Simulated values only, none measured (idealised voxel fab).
process module | voxel double patterning
cross-section cut | 255 nm wide | cells 5 nm
A cross-section is a grid of square cells, given in bands from the top down. A band is one or more rows of cells.
Each band's line starts with the height of the band's top and of its bottom, in nm. Then come its materials from left to right, each with its width in nm. One material with "throughout" fills the band from edge to edge. "air" is empty space.
Height 0 is the level under which the wafer as received is all one material. The lowest band goes on downwards, as in "0 down".
A width such as "30 to 40" changes by the same amount from each row of cells to the next, from the band's top row to its bottom row.
"no change" after a step means that no cell of the cross-section changed.
closed voids: empty space of 8 cells or more with no open way to the top, each as width x height at its distance from the left edge, in nm
after a step's settings: what the simulator itself notes on the step
overlay nm, on a step with a mask: how far to the right of its planned place the mask lay; to the left if negative
plan
1 op RECEIVE | material Si
2 op CONFORMAL_DEP | material SiO2 | thk nm 5
3 op DIRECTIONAL_DEP | material polySi | thk nm 10
4 op DIRECTIONAL_DEP | material SiN | thk nm 5
5 op PATTERN | tone open | mask id FIRST | material resist | width nm 15 | pitch nm 50 | thk nm 20 | overlay nm 0
6 op DIRECTIONAL_ETCH | etch materials SiN | depth nm 5
7 op STRIP | etch materials resist
8 op DIRECTIONAL_DEP | material aC | thk nm 10
9 op PATTERN | tone open | mask id SECOND | material resist | width nm 15 | pitch nm 50 | thk nm 30 | overlay nm 0
10 op DIRECTIONAL_ETCH | etch materials aC | depth nm 10
11 op STRIP | etch materials resist
12 op DIRECTIONAL_ETCH | etch materials SiN | depth nm 5
13 op STRIP | etch materials aC
14 op DIRECTIONAL_ETCH | etch materials polySi | depth nm 10
15 op STRIP | etch materials SiN
varied across the wafers: width nm of step 5. The plan shows the first wafer's value. All wafers start alike
first wafer as received, after step 1
  0 down: Si throughout
  closed voids: none
each wafer at the end: cells of each material gained (+) or lost (-) since it was received, then its closed voids
width nm 15 | +51 SiO2 | +72 polySi | closed voids: none
width nm 20 | +51 SiO2 | +66 polySi | closed voids: none
width nm 25 | +51 SiO2 | +60 polySi | closed voids: none
width nm 30 | +51 SiO2 | +54 polySi | closed voids: none
